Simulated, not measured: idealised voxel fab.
The process module that follows is named voxel transistor to metal.
We display cut, a cross-section 165 nm in width whose square cells are each 5 nm.
A cross-section is a grid of square cells, given in bands from the top down. A band is one or more rows of cells.
Top height, bottom height, nm. Materials left to right, width each, nm. Single material + "throughout" = fills band edge to edge. "blank" = empty.
Below 0: as-received wafer, all one material; heights counted from there. Lowest band: no bottom, goes on down, written "0..down".
It should be noted that a width expressed as "30 to 40" varies in equal increments from row to row of cells within the band, taking the value of the first number at the top row and that of the second number at the bottom row.
Key: "nothing was modified" - step with no changed cell in the cross-section.
If an empty space has no open way to the top and is at least 8 cells in size, "Enclosed void catalog" lists it, written width x height at distance, where distance is measured from the left edge and every value is in nm.
On a step's line, text after the settings is the simulator commenting on that step.
A step line may carry the setting "overlay nm", which, for steps involving a mask, states the distance by which the mask lay to the right of its intended position; negative values denote displacement to the left.
Pairs ahead. Before: cross-section ahead of one process step. After: cross-section once the step is done, shown to the lowest changed band only. Under each pair: that step, with settings. Caution: pairs may come from different runs of this module on the same starting wafer; a pair follows the pair above only where its "Cross-section, before" entry says so.

-- Cross-section, before
	75..70 | TiN=35 | blank=10 | TiN=70 | blank=10 | TiN=40
	70..50 | lowk=30 | TiN=5 | blank=10 | TiN=5 | lowk=60 | TiN=5 | blank=10 | TiN=5 | lowk=35
	50..45 | SiN=30 | TiN=20 | SiN=60 | TiN=20 | SiN=35
	45..35 | SiO2=30 | TiN=5 | Ru=25 | TiN=5 | SiO2=30 | TiN=5 | Ru=25 | TiN=5 | SiO2=35
	35..25 | SiO2=30 | TiN=5 | Ru=25 | TiN=5 | SiN=5 | SiCN=20 | SiN=5 | TiN=5 | Ru=25 | TiN=5 | SiO2=35
	25..15 | SiO2=30 | TiN=5 | Ru=25 | TiN=5 | SiN=5 | polySi=20 | SiN=5 | TiN=5 | Ru=25 | TiN=5 | SiO2=35
	15..10 | SiO2=30 | TiN=5 | Ru=10 | TiN=20 | SiN=5 | polySi=20 | SiN=5 | TiN=20 | Ru=10 | TiN=5 | SiO2=35
	10..5 | SiO2=30 | TiN=5 | Ru=10 | TiN=5 | nSi=15 | SiN=5 | polySi=20 | SiN=5 | nSi=15 | TiN=5 | Ru=10 | TiN=5 | SiO2=35
	5..0 | SiO2=30 | TiN=20 | nSi=15 | SiN=5 | polySi=20 | SiN=5 | nSi=15 | TiN=20 | SiO2=35
	0..-5 | SiO2=15 | nSi=50 | SiN=5 | SiO2=20 | SiN=5 | nSi=50 | SiO2=20
	-5..-15 | SiO2=15 to 25 | nSi=50 to 40 | Si=30 | nSi=50 to 40 | SiO2=20 to 30
	-15..-35 | SiO2=25 | Si=110 | SiO2=30
	-35..down | Si throughout
	Enclosed void catalog: none

-- Step Result
	80..75 | W throughout
	75..70 | TiN=35 | W=10 | TiN=70 | W=10 | TiN=40
	70..50 | lowk=30 | TiN=5 | W=10 | TiN=5 | lowk=60 | TiN=5 | W=10 | TiN=5 | lowk=35
	Below 50, no change.
	Enclosed void catalog: none
Step applied between the pre-step and post-step cross-sections shown above: FILL_DEP with material W, thk nm 5

Cross-section, before: as in the pair right above, post-step view.

-- Step Result
	70..50 | lowk=30 | TiN=5 | W=10 | TiN=5 | lowk=60 | TiN=5 | W=10 | TiN=5 | lowk=35
	Below 50, no change.
	Enclosed void catalog: none
Step applied between the pre-step and post-step cross-sections shown above: CMP with height nm 70

Cross-section, before: as in the pair right above, post-step view.

-- Step Result
	75..70 | SiCN throughout
	Below 70, no change.
	Enclosed void catalog: none
Step applied between the pre-step and post-step cross-sections shown above: CONFORMAL_DEP with material SiCN, thk nm 5

-- Cross-section, before
	35..30 | blank=60 | SiN=5 | blank=5 | SiCN=20 | blank=5 | SiN=5 | blank=65
	30..25 | blank=60 | SiN=5 | SiO2=5 | SiCN=20 | SiO2=5 | SiN=5 | blank=65
	25..10 | blank=60 | SiN=5 | SiO2=5 | polySi=20 | SiO2=5 | SiN=5 | blank=65
	10..0 | blank=45 | nSi=15 | SiN=5 | SiO2=5 | polySi=20 | SiO2=5 | SiN=5 | nSi=15 | blank=50
	0..-5 | blank=20 | nSi=40 | SiO2=40 | nSi=40 | blank=25
	-5..-15 | SiO2=25 | nSi=35 | Si=40 | nSi=35 | SiO2=30
	-15..-35 | SiO2=25 | Si=110 | SiO2=30
	-35..down | Si throughout
	Enclosed void catalog: none

-- Step Result
	35..30 | blank=60 | SiN=5 | blank=5 | SiCN=20 | blank=5 | SiN=5 | blank=65
	30..25 | blank=60 | SiN=5 | SiO2=5 | SiCN=20 | SiO2=5 | SiN=5 | blank=65
	25..15 | blank=30 | nSi=30 | SiN=5 | SiO2=5 | polySi=20 | SiO2=5 | SiN=5 | nSi=30 | blank=35
	15..0 | blank=5 | nSi=55 | SiN=5 | SiO2=5 | polySi=20 | SiO2=5 | SiN=5 | nSi=55 | blank=10
	0..-5 | blank=5 | nSi=55 | SiO2=40 | nSi=55 | blank=10
	Below -5, no change.
	Enclosed void catalog: none
Step applied between the pre-step and post-step cross-sections shown above: EPI with material nSi, thk nm 15

Cross-section, before: as in the pair right above, post-step view.

-- Step Result
	40..35 | SiO2 throughout
	35..25 | SiO2=60 | SiN=5 | SiO2=5 | SiCN=20 | SiO2=5 | SiN=5 | SiO2=65
	25..15 | SiO2=30 | nSi=30 | SiN=5 | SiO2=5 | polySi=20 | SiO2=5 | SiN=5 | nSi=30 | SiO2=35
	15..0 | SiO2=5 | nSi=55 | SiN=5 | SiO2=5 | polySi=20 | SiO2=5 | SiN=5 | nSi=55 | SiO2=10
	0..-5 | SiO2=5 | nSi=55 | SiO2=40 | nSi=55 | SiO2=10
	Below -5, no change.
	Enclosed void catalog: none
Step applied between the pre-step and post-step cross-sections shown above: FILL_DEP with material SiO2, thk nm 5

Cross-section, before: as in the pair right above, post-step view.

-- Step Result
	35..25 | SiO2=60 | SiN=5 | SiO2=5 | SiCN=20 | SiO2=5 | SiN=5 | SiO2=65
	Below 25, no change.
	Enclosed void catalog: none
Step applied between the pre-step and post-step cross-sections shown above: CMP with height nm 35

Cross-section, before: as in the pair right above, post-step view.

-- Step Result
	45..35 | SiO2 throughout
	Below 35, no change.
	Enclosed void catalog: none
Step applied between the pre-step and post-step cross-sections shown above: DIRECTIONAL_DEP with material SiO2, thk nm 10

Cross-section, before: as in the pair right above, post-step view.

-- Step Result
	65..45 | resist=30 | blank=35 | resist=30 | blank=35 | resist=35
	Below 45, no change.
	Enclosed void catalog: none
Step applied between the pre-step and post-step cross-sections shown above: PATTERN with tone open, mask id CONTACT, material resist, width nm 35, pitch nm 65, thk nm 20, overlay nm 0

Cross-section, before: as in the pair right above, post-step view.

-- Step Result
	65..45 | resist=30 | blank=35 | resist=30 | blank=35 | resist=35
	45..35 | SiO2=30 | blank=35 | SiO2=30 | blank=35 | SiO2=35
	35..25 | SiO2=30 | blank=30 | SiN=5 | SiO2=5 | SiCN=20 | SiO2=5 | SiN=5 | blank=30 | SiO2=35
	Below 25, no change.
	Enclosed void catalog: none
Step applied between the pre-step and post-step cross-sections shown above: DIRECTIONAL_ETCH with etch materials SiO2, depth nm 45

Cross-section, before: as in the pair right above, post-step view.

-- Step Result
	45..35 | SiO2=30 | blank=35 | SiO2=30 | blank=35 | SiO2=35
	Below 35, no change.
	Enclosed void catalog: none
Step applied between the pre-step and post-step cross-sections shown above: STRIP with etch materials resist

Cross-section, before: as in the pair right above, post-step view.

-- Step Result
	50..45 | TiN=35 | blank=25 | TiN=40 | blank=25 | TiN=40
	45..35 | SiO2=30 | TiN=5 | blank=25 to 20 | TiN=5 to 10 | SiO2=30 | TiN=5 to 10 | blank=25 to 20 | TiN=5 | SiO2=35
	35..30 | SiO2=30 | TiN=5 | blank=20 | TiN=5 | SiN=5 | SiO2=5 | SiCN=20 | SiO2=5 | SiN=5 | TiN=5 | blank=20 | TiN=5 | SiO2=35
	30..25 | SiO2=30 | TiN=30 | SiN=5 | SiO2=5 | SiCN=20 | SiO2=5 | SiN=5 | TiN=30 | SiO2=35
	Below 25, no change.
	Enclosed void catalog: none
Step applied between the pre-step and post-step cross-sections shown above: CONFORMAL_DEP with material TiN, thk nm 5

Cross-section, before: as in the pair right above, post-step view.

-- Step Result
	60..50 | Ru throughout
	50..45 | TiN=35 | Ru=25 | TiN=40 | Ru=25 | TiN=40
	45..35 | SiO2=30 | TiN=5 | Ru=25 to 20 | TiN=5 to 10 | SiO2=30 | TiN=5 to 10 | Ru=25 to 20 | TiN=5 | SiO2=35
	35..30 | SiO2=30 | TiN=5 | Ru=20 | TiN=5 | SiN=5 | SiO2=5 | SiCN=20 | SiO2=5 | SiN=5 | TiN=5 | Ru=20 | TiN=5 | SiO2=35
	Below 30, no change.
	Enclosed void catalog: none
Step applied between the pre-step and post-step cross-sections shown above: FILL_DEP with material Ru, thk nm 10

Cross-section, before: as in the pair right above, post-step view.

-- Step Result
	45..35 | SiO2=30 | TiN=5 | Ru=25 to 20 | TiN=5 to 10 | SiO2=30 | TiN=5 to 10 | Ru=25 to 20 | TiN=5 | SiO2=35
	Below 35, no change.
	Enclosed void catalog: none
Step applied between the pre-step and post-step cross-sections shown above: CMP with height nm 45

Cross-section, before: as in the pair right above, post-step view.

-- Step Result
	50..45 | SiN throughout
	Below 45, no change.
	Enclosed void catalog: none
Step applied between the pre-step and post-step cross-sections shown above: CONFORMAL_DEP with material SiN, thk nm 5

Cross-section, before: as in the pair right above, post-step view.

-- Step Result
	70..50 | lowk throughout
	Below 50, no change.
	Enclosed void catalog: none
Step applied between the pre-step and post-step cross-sections shown above: DIRECTIONAL_DEP with material lowk, thk nm 20

Cross-section, before: as in the pair right above, post-step view.

-- Step Result
	85..70 | resist=30 | blank=20 | resist=60 | blank=20 | resist=35
	Below 70, no change.
	Enclosed void catalog: none
Step applied between the pre-step and post-step cross-sections shown above: PATTERN with tone open, mask id METAL_1, material resist, width nm 20, pitch nm 80, thk nm 15, overlay nm 0

Cross-section, before: as in the pair right above, post-step view.

-- Step Result
	85..70 | resist=30 | blank=20 | resist=60 | blank=20 | resist=35
	70..50 | lowk=30 | blank=20 | lowk=60 | blank=20 | lowk=35
	Below 50, no change.
	Enclosed void catalog: none
Step applied between the pre-step and post-step cross-sections shown above: DIRECTIONAL_ETCH with etch materials lowk, depth nm 20

Cross-section, before: as in the pair right above, post-step view.

-- Step Result
	85..70 | resist=30 | blank=20 | resist=60 | blank=20 | resist=35
	70..50 | lowk=30 | blank=20 | lowk=60 | blank=20 | lowk=35
	50..45 | SiN=30 | blank=20 | SiN=60 | blank=20 | SiN=35
	Below 45, no change.
	Enclosed void catalog: none
Step applied between the pre-step and post-step cross-sections shown above: DIRECTIONAL_ETCH with etch materials SiN, depth nm 5

Cross-section, before: as in the pair right above, post-step view.

-- Step Result
	70..50 | lowk=30 | blank=20 | lowk=60 | blank=20 | lowk=35
	Below 50, no change.
	Enclosed void catalog: none
Step applied between the pre-step and post-step cross-sections shown above: STRIP with etch materials resist

Cross-section, before: as in the pair right above, post-step view.

-- Step Result
	75..70 | TiN=35 | blank=10 | TiN=70 | blank=10 | TiN=40
	70..50 | lowk=30 | TiN=5 | blank=10 | TiN=5 | lowk=60 | TiN=5 | blank=10 | TiN=5 | lowk=35
	50..45 | SiN=30 | TiN=20 | SiN=60 | TiN=20 | SiN=35
	Below 45, no change.
	Enclosed void catalog: none
Step applied between the pre-step and post-step cross-sections shown above: CONFORMAL_DEP with material TiN, thk nm 5

Cross-section, before: as in the pair right above, post-step view.

-- Step Result
	80..75 | W throughout
	75..70 | TiN=35 | W=10 | TiN=70 | W=10 | TiN=40
	70..50 | lowk=30 | TiN=5 | W=10 | TiN=5 | lowk=60 | TiN=5 | W=10 | TiN=5 | lowk=35
	Below 50, no change.
	Enclosed void catalog: none
Step applied between the pre-step and post-step cross-sections shown above: FILL_DEP with material W, thk nm 5

Cross-section, before: as in the pair right above, post-step view.

-- Step Result
	70..50 | lowk=30 | TiN=5 | W=10 | TiN=5 | lowk=60 | TiN=5 | W=10 | TiN=5 | lowk=35
	Below 50, no change.
	Enclosed void catalog: none
Step applied between the pre-step and post-step cross-sections shown above: CMP with height nm 70

Cross-section, before: as in the pair right above, post-step view.

-- Step Result
	75..70 | SiCN throughout
	Below 70, no change.
	Enclosed void catalog: none
Step applied between the pre-step and post-step cross-sections shown above: CONFORMAL_DEP with material SiCN, thk nm 5

-- Cross-section, before
	15..5 | blank=25 | SiN=110 | blank=30
	5..0 | SiO2 throughout
	0..-35 | SiO2=25 | Si=110 | SiO2=30
	-35..down | Si throughout
	Enclosed void catalog: none

-- Step Result
	15..5 | blank=25 | SiN=110 | blank=30
	5..0 | blank=30 | SiO2=100 | blank=35
	Below 0, no change.
	Enclosed void catalog: none
Step applied between the pre-step and post-step cross-sections shown above: SELECTIVE_ETCH with etch materials SiO2, depth nm 5

Cross-section, before: as in the pair right above, post-step view.

-- Step Result
	5..0 | blank=30 | SiO2=100 | blank=35
	Below 0, no change.
	Enclosed void catalog: none
Step applied between the pre-step and post-step cross-sections shown above: STRIP with etch materials SiN

Cross-section, before: as in the pair right above, post-step view.

-- Step Result
	5..0 | blank=30 | SiO2=100 | blank=35
	0..-5 | SiO2=35 | Si=90 | SiO2=40
	Below -5, no change.
	Enclosed void catalog: none
Step applied between the pre-step and post-step cross-sections shown above: OXIDIZE with depth nm 5

Cross-section, before: as in the pair right above, post-step view.

-- Step Result
	30..25 | blank=30 | polySi=100 | blank=35
	25..5 | polySi throughout
	5..0 | polySi=30 | SiO2=100 | polySi=35
	Below 0, no change.
	Enclosed void catalog: none
Step applied between the pre-step and post-step cross-sections shown above: DIRECTIONAL_DEP with material polySi, thk nm 25

Cross-section, before: as in the pair right above, post-step view.

-- Step Result
	40..35 | blank=30 | SiCN=100 | blank=35
	35..30 | SiCN throughout
	30..25 | SiCN=30 | polySi=100 | SiCN=35
	Below 25, no change.
	Enclosed void catalog: none
Step applied between the pre-step and post-step cross-sections shown above: DIRECTIONAL_DEP with material SiCN, thk nm 10

Cross-section, before: as in the pair right above, post-step view.

-- Step Result
	55..50 | blank=30 | aC=100 | blank=35
	50..40 | aC throughout
	40..35 | aC=30 | SiCN=100 | aC=35
	Below 35, no change.
	Enclosed void catalog: none
Step applied between the pre-step and post-step cross-sections shown above: DIRECTIONAL_DEP with material aC, thk nm 15

Cross-section, before: as in the pair right above, post-step view.

-- Step Result
	85..55 | blank=70 | resist=20 | blank=75
	Below 55, no change.
	Enclosed void catalog: none
Step applied between the pre-step and post-step cross-sections shown above: PATTERN with tone cover, mask id GATE, material resist, width nm 20, thk nm 30, overlay nm 0

Cross-section, before: as in the pair right above, post-step view.

-- Step Result
	70..55 | blank=70 | resist=20 | blank=75
	55..40 | blank=70 | aC=20 | blank=75
	40..35 | blank=30 | SiCN=100 | blank=35
	Below 35, no change.
	Enclosed void catalog: none
Step applied between the pre-step and post-step cross-sections shown above: DIRECTIONAL_ETCH with etch materials aC, depth nm 15

Cross-section, before: as in the pair right above, post-step view.

-- Step Result
	55..40 | blank=70 | aC=20 | blank=75
	Below 40, no change.
	Enclosed void catalog: none
Step applied between the pre-step and post-step cross-sections shown above: STRIP with etch materials resist

Cross-section, before: as in the pair right above, post-step view.

-- Step Result
	55..40 | blank=70 | aC=20 | blank=75
	40..30 | blank=70 | SiCN=20 | blank=75
	30..25 | blank=30 | polySi=100 | blank=35
	Below 25, no change.
	Enclosed void catalog: none
Step applied between the pre-step and post-step cross-sections shown above: DIRECTIONAL_ETCH with etch materials SiCN, depth nm 20

Cross-section, before: as in the pair right above, post-step view.

-- Step Result
	55..40 | blank=70 | aC=20 | blank=75
	40..30 | blank=70 | SiCN=20 | blank=75
	30..5 | blank=70 | polySi=20 | blank=75
	5..0 | blank=30 | SiO2=100 | blank=35
	Below 0, no change.
	Enclosed void catalog: none
Step applied between the pre-step and post-step cross-sections shown above: DIRECTIONAL_ETCH with etch materials polySi, depth nm 35

Cross-section, before: as in the pair right above, post-step view.

-- Step Result
	40..30 | blank=70 | SiCN=20 | blank=75
	Below 30, no change.
	Enclosed void catalog: none
Step applied between the pre-step and post-step cross-sections shown above: STRIP with etch materials aC

Cross-section, before: as in the pair right above, post-step view.

-- Step Result
	45..40 | blank=65 | SiO2=30 | blank=70
	40..30 | blank=65 | SiO2=5 | SiCN=20 | SiO2=5 | blank=70
	30..10 | blank=65 | SiO2=5 | polySi=20 | SiO2=5 | blank=70
	10..5 | blank=25 | SiO2=45 | polySi=20 | SiO2=45 | blank=30
	5..0 | SiO2 throughout
	Below 0, no change.
	Enclosed void catalog: none
Step applied between the pre-step and post-step cross-sections shown above: CONFORMAL_DEP with material SiO2, thk nm 5

Cross-section, before: as in the pair right above, post-step view.

-- Step Result
	40..30 | blank=65 | SiO2=5 | SiCN=20 | SiO2=5 | blank=70
	30..5 | blank=65 | SiO2=5 | polySi=20 | SiO2=5 | blank=70
	5..0 | blank=25 | SiO2=110 | blank=30
	Below 0, no change.
	Enclosed void catalog: none
Step applied between the pre-step and post-step cross-sections shown above: DIRECTIONAL_ETCH with etch materials SiO2, depth nm 5

Cross-section, before: as in the pair right above, post-step view.

-- Step Result
	45..40 | blank=60 | SiN=40 | blank=65
	40..30 | blank=60 | SiN=5 | SiO2=5 | SiCN=20 | SiO2=5 | SiN=5 | blank=65
	30..10 | blank=60 | SiN=5 | SiO2=5 | polySi=20 | SiO2=5 | SiN=5 | blank=65
	10..5 | blank=20 | SiN=45 | SiO2=5 | polySi=20 | SiO2=5 | SiN=45 | blank=25
	5..0 | SiN=25 | SiO2=110 | SiN=30
	Below 0, no change.
	Enclosed void catalog: none
Step applied between the pre-step and post-step cross-sections shown above: CONFORMAL_DEP with material SiN, thk nm 5

Cross-section, before: as in the pair right above, post-step view.

-- Step Result
	40..30 | blank=60 | SiN=5 | SiO2=5 | SiCN=20 | SiO2=5 | SiN=5 | blank=65
	30..5 | blank=60 | SiN=5 | SiO2=5 | polySi=20 | SiO2=5 | SiN=5 | blank=65
	5..0 | blank=20 | SiN=5 | SiO2=110 | SiN=5 | blank=25
	Below 0, no change.
	Enclosed void catalog: none
Step applied between the pre-step and post-step cross-sections shown above: DIRECTIONAL_ETCH with etch materials SiN, depth nm 5

Cross-section, before: as in the pair right above, post-step view.

-- Step Result
	40..35 | blank=60 | SiN=5 | blank=5 | SiCN=20 | blank=5 | SiN=5 | blank=65
	35..30 | blank=60 | SiN=5 | SiO2=5 | SiCN=20 | SiO2=5 | SiN=5 | blank=65
	30..5 | blank=60 | SiN=5 | SiO2=5 | polySi=20 | SiO2=5 | SiN=5 | blank=65
	5..0 | blank=20 | SiN=5 | blank=35 | SiO2=40 | blank=35 | SiN=5 | blank=25
	0..-5 | blank=20 | SiO2=15 | Si=90 | SiO2=15 | blank=25
	Below -5, no change.
	Enclosed void catalog: none
Step applied between the pre-step and post-step cross-sections shown above: DIRECTIONAL_ETCH with etch materials SiO2, depth nm 5

Cross-section, before: as in the pair right above, post-step view.

-- Step Result
	40..35 | blank=60 | SiN=5 | blank=5 | SiCN=20 | blank=5 | SiN=5 | blank=65
	35..30 | blank=60 | SiN=5 | SiO2=5 | SiCN=20 | SiO2=5 | SiN=5 | blank=65
	30..5 | blank=60 | SiN=5 | SiO2=5 | polySi=20 | SiO2=5 | SiN=5 | blank=65
	5..0 | blank=20 | SiN=5 | blank=35 | SiO2=40 | blank=35 | SiN=5 | blank=25
	0..-5 | blank=20 | SiO2=15 | blank=25 | Si=40 | blank=25 | SiO2=15 | blank=25
	-5..-10 | SiO2=25 | Si=10 | blank=25 | Si=40 | blank=25 | Si=10 | SiO2=30
	Below -10, no change.
	Enclosed void catalog: none
Step applied between the pre-step and post-step cross-sections shown above: DIRECTIONAL_ETCH with etch materials Si, depth nm 10

Cross-section, before: as in the pair right above, post-step view.

-- Step Result
	40..35 | blank=60 | SiN=5 | blank=5 | SiCN=20 | blank=5 | SiN=5 | blank=65
	35..30 | blank=60 | SiN=5 | SiO2=5 | SiCN=20 | SiO2=5 | SiN=5 | blank=65
	30..15 | blank=60 | SiN=5 | SiO2=5 | polySi=20 | SiO2=5 | SiN=5 | blank=65
	15..5 | blank=45 to 25 | nSi=15 to 35 | SiN=5 | SiO2=5 | polySi=20 | SiO2=5 | SiN=5 | nSi=15 to 35 | blank=50 to 30
	5..0 | blank=20 | SiN=5 | nSi=35 | SiO2=40 | nSi=35 | SiN=5 | blank=25
	0..-5 | blank=20 | SiO2=15 | nSi=25 | Si=40 | nSi=25 | SiO2=15 | blank=25
	-5..-10 | SiO2=25 | Si=10 | nSi=25 | Si=40 | nSi=25 | Si=10 | SiO2=30
	Below -10, no change.
	Enclosed void catalog: none
Step applied between the pre-step and post-step cross-sections shown above: EPI with material nSi, thk nm 15

Cross-section, before: as in the pair right above, post-step view.

-- Step Result
	45..40 | SiO2 throughout
	40..30 | SiO2=60 | SiN=5 | SiO2=5 | SiCN=20 | SiO2=5 | SiN=5 | SiO2=65
	30..15 | SiO2=60 | SiN=5 | SiO2=5 | polySi=20 | SiO2=5 | SiN=5 | SiO2=65
	15..5 | SiO2=45 to 25 | nSi=15 to 35 | SiN=5 | SiO2=5 | polySi=20 | SiO2=5 | SiN=5 | nSi=15 to 35 | SiO2=50 to 30
	5..0 | SiO2=20 | SiN=5 | nSi=35 | SiO2=40 | nSi=35 | SiN=5 | SiO2=25
	0..-5 | SiO2=35 | nSi=25 | Si=40 | nSi=25 | SiO2=40
	Below -5, no change.
	Enclosed void catalog: none
Step applied between the pre-step and post-step cross-sections shown above: FILL_DEP with material SiO2, thk nm 5

Cross-section, before: as in the pair right above, post-step view.

-- Step Result
	35..30 | SiO2=60 | SiN=5 | SiO2=5 | SiCN=20 | SiO2=5 | SiN=5 | SiO2=65
	Below 30, no change.
	Enclosed void catalog: none
Step applied between the pre-step and post-step cross-sections shown above: CMP with height nm 35

Cross-section, before: as in the pair right above, post-step view.

-- Step Result
	45..35 | SiO2 throughout
	Below 35, no change.
	Enclosed void catalog: none
Step applied between the pre-step and post-step cross-sections shown above: DIRECTIONAL_DEP with material SiO2, thk nm 10

Cross-section, before: as in the pair right above, post-step view.

-- Step Result
	65..45 | resist=30 | blank=35 | resist=30 | blank=35 | resist=35
	Below 45, no change.
	Enclosed void catalog: none
Step applied between the pre-step and post-step cross-sections shown above: PATTERN with tone open, mask id CONTACT, material resist, width nm 35, pitch nm 65, thk nm 20, overlay nm 0

Cross-section, before: as in the pair right above, post-step view.

-- Step Result
	65..45 | resist=30 | blank=35 | resist=30 | blank=35 | resist=35
	45..35 | SiO2=30 | blank=35 | SiO2=30 | blank=35 | SiO2=35
	35..30 | SiO2=30 | blank=30 | SiN=5 | SiO2=5 | SiCN=20 | SiO2=5 | SiN=5 | blank=30 | SiO2=35
	30..15 | SiO2=30 | blank=30 | SiN=5 | SiO2=5 | polySi=20 | SiO2=5 | SiN=5 | blank=30 | SiO2=35
	15..10 | SiO2=30 | blank=15 | nSi=15 | SiN=5 | SiO2=5 | polySi=20 | SiO2=5 | SiN=5 | nSi=15 | blank=15 | SiO2=35
	Below 10, no change.
	Enclosed void catalog: none
Step applied between the pre-step and post-step cross-sections shown above: DIRECTIONAL_ETCH with etch materials SiO2, depth nm 45

Cross-section, before: as in the pair right above, post-step view.

-- Step Result
	45..35 | SiO2=30 | blank=35 | SiO2=30 | blank=35 | SiO2=35
	Below 35, no change.
	Enclosed void catalog: none
Step applied between the pre-step and post-step cross-sections shown above: STRIP with etch materials resist

Cross-section, before: as in the pair right above, post-step view.

-- Step Result
	50..45 | TiN=35 | blank=25 | TiN=40 | blank=25 | TiN=40
	45..35 | SiO2=30 | TiN=5 | blank=25 to 20 | TiN=5 to 10 | SiO2=30 | TiN=5 to 10 | blank=25 to 20 | TiN=5 | SiO2=35
	35..30 | SiO2=30 | TiN=5 | blank=20 | TiN=5 | SiN=5 | SiO2=5 | SiCN=20 | SiO2=5 | SiN=5 | TiN=5 | blank=20 | TiN=5 | SiO2=35
	30..20 | SiO2=30 | TiN=5 | blank=20 | TiN=5 | SiN=5 | SiO2=5 | polySi=20 | SiO2=5 | SiN=5 | TiN=5 | blank=20 | TiN=5 | SiO2=35
	20..15 | SiO2=30 | TiN=5 | blank=5 | TiN=20 | SiN=5 | SiO2=5 | polySi=20 | SiO2=5 | SiN=5 | TiN=20 | blank=5 | TiN=5 | SiO2=35
	15..10 | SiO2=30 | TiN=15 | nSi=15 | SiN=5 | SiO2=5 | polySi=20 | SiO2=5 | SiN=5 | nSi=15 | TiN=15 | SiO2=35
	Below 10, no change.
	Enclosed void catalog: none
Step applied between the pre-step and post-step cross-sections shown above: CONFORMAL_DEP with material TiN, thk nm 5

Cross-section, before: as in the pair right above, post-step view.

-- Step Result
	60..50 | Ru throughout
	50..45 | TiN=35 | Ru=25 | TiN=40 | Ru=25 | TiN=40
	45..35 | SiO2=30 | TiN=5 | Ru=25 to 20 | TiN=5 to 10 | SiO2=30 | TiN=5 to 10 | Ru=25 to 20 | TiN=5 | SiO2=35
	35..30 | SiO2=30 | TiN=5 | Ru=20 | TiN=5 | SiN=5 | SiO2=5 | SiCN=20 | SiO2=5 | SiN=5 | TiN=5 | Ru=20 | TiN=5 | SiO2=35
	30..20 | SiO2=30 | TiN=5 | Ru=20 | TiN=5 | SiN=5 | SiO2=5 | polySi=20 | SiO2=5 | SiN=5 | TiN=5 | Ru=20 | TiN=5 | SiO2=35
	20..15 | SiO2=30 | TiN=5 | Ru=5 | TiN=20 | SiN=5 | SiO2=5 | polySi=20 | SiO2=5 | SiN=5 | TiN=20 | Ru=5 | TiN=5 | SiO2=35
	Below 15, no change.
	Enclosed void catalog: none
Step applied between the pre-step and post-step cross-sections shown above: FILL_DEP with material Ru, thk nm 10

Cross-section, before: as in the pair right above, post-step view.

-- Step Result
	45..35 | SiO2=30 | TiN=5 | Ru=25 to 20 | TiN=5 to 10 | SiO2=30 | TiN=5 to 10 | Ru=25 to 20 | TiN=5 | SiO2=35
	Below 35, no change.
	Enclosed void catalog: none
Step applied between the pre-step and post-step cross-sections shown above: CMP with height nm 45

Cross-section, before: as in the pair right above, post-step view.

-- Step Result
	50..45 | SiN throughout
	Below 45, no change.
	Enclosed void catalog: none
Step applied between the pre-step and post-step cross-sections shown above: CONFORMAL_DEP with material SiN, thk nm 5

Cross-section, before: as in the pair right above, post-step view.

-- Step Result
	70..50 | lowk throughout
	Below 50, no change.
	Enclosed void catalog: none
Step applied between the pre-step and post-step cross-sections shown above: DIRECTIONAL_DEP with material lowk, thk nm 20

Cross-section, before: as in the pair right above, post-step view.

-- Step Result
	85..70 | resist=30 | blank=20 | resist=60 | blank=20 | resist=35
	Below 70, no change.
	Enclosed void catalog: none
Step applied between the pre-step and post-step cross-sections shown above: PATTERN with tone open, mask id METAL_1, material resist, width nm 20, pitch nm 80, thk nm 15, overlay nm 0

Cross-section, before: as in the pair right above, post-step view.

-- Step Result
	85..70 | resist=30 | blank=20 | resist=60 | blank=20 | resist=35
	70..50 | lowk=30 | blank=20 | lowk=60 | blank=20 | lowk=35
	Below 50, no change.
	Enclosed void catalog: none
Step applied between the pre-step and post-step cross-sections shown above: DIRECTIONAL_ETCH with etch materials lowk, depth nm 20

Cross-section, before: as in the pair right above, post-step view.

-- Step Result
	85..70 | resist=30 | blank=20 | resist=60 | blank=20 | resist=35
	70..50 | lowk=30 | blank=20 | lowk=60 | blank=20 | lowk=35
	50..45 | SiN=30 | blank=20 | SiN=60 | blank=20 | SiN=35
	Below 45, no change.
	Enclosed void catalog: none
Step applied between the pre-step and post-step cross-sections shown above: DIRECTIONAL_ETCH with etch materials SiN, depth nm 5

Cross-section, before: as in the pair right above, post-step view.

-- Step Result
	70..50 | lowk=30 | blank=20 | lowk=60 | blank=20 | lowk=35
	Below 50, no change.
	Enclosed void catalog: none
Step applied between the pre-step and post-step cross-sections shown above: STRIP with etch materials resist

Cross-section, before: as in the pair right above, post-step view.

-- Step Result
	75..70 | TiN=35 | blank=10 | TiN=70 | blank=10 | TiN=40
	70..50 | lowk=30 | TiN=5 | blank=10 | TiN=5 | lowk=60 | TiN=5 | blank=10 | TiN=5 | lowk=35
	50..45 | SiN=30 | TiN=20 | SiN=60 | TiN=20 | SiN=35
	Below 45, no change.
	Enclosed void catalog: none
Step applied between the pre-step and post-step cross-sections shown above: CONFORMAL_DEP with material TiN, thk nm 5

Cross-section, before: as in the pair right above, post-step view.

-- Step Result
	80..75 | W throughout
	75..70 | TiN=35 | W=10 | TiN=70 | W=10 | TiN=40
	70..50 | lowk=30 | TiN=5 | W=10 | TiN=5 | lowk=60 | TiN=5 | W=10 | TiN=5 | lowk=35
	Below 50, no change.
	Enclosed void catalog: none
Step applied between the pre-step and post-step cross-sections shown above: FILL_DEP with material W, thk nm 5

Cross-section, before: as in the pair right above, post-step view.

-- Step Result
	70..50 | lowk=30 | TiN=5 | W=10 | TiN=5 | lowk=60 | TiN=5 | W=10 | TiN=5 | lowk=35
	Below 50, no change.
	Enclosed void catalog: none
Step applied between the pre-step and post-step cross-sections shown above: CMP with height nm 70

Cross-section, before: as in the pair right above, post-step view.

-- Step Result
	75..70 | SiCN throughout
	Below 70, no change.
	Enclosed void catalog: none
Step applied between the pre-step and post-step cross-sections shown above: CONFORMAL_DEP with material SiCN, thk nm 5

-- Cross-section, before
	15..5 | blank=25 | SiN=110 | blank=30
	5..0 | blank=25 | SiO2=110 | blank=30
	0..down | Si throughout
	Enclosed void catalog: none

-- Step Result
	15..5 | blank=25 | SiN=110 | blank=30
	5..0 | blank=25 | SiO2=110 | blank=30
	0..-40 | blank=25 | Si=110 | blank=30
	Below -40, no change.
	Enclosed void catalog: none
Step applied between the pre-step and post-step cross-sections shown above: MASKED_ETCH with tone cover, mask id ACTIVE, width nm 110, etch materials Si, depth nm 40, overlay nm 0

Cross-section, before: as in the pair right above, post-step view.

-- Step Result
	30..15 | SiO2 throughout
	15..5 | SiO2=25 | SiN=110 | SiO2=30
	5..0 | SiO2 throughout
	0..-40 | SiO2=25 | Si=110 | SiO2=30
	Below -40, no change.
	Enclosed void catalog: none
Step applied between the pre-step and post-step cross-sections shown above: FILL_DEP with material SiO2, thk nm 15
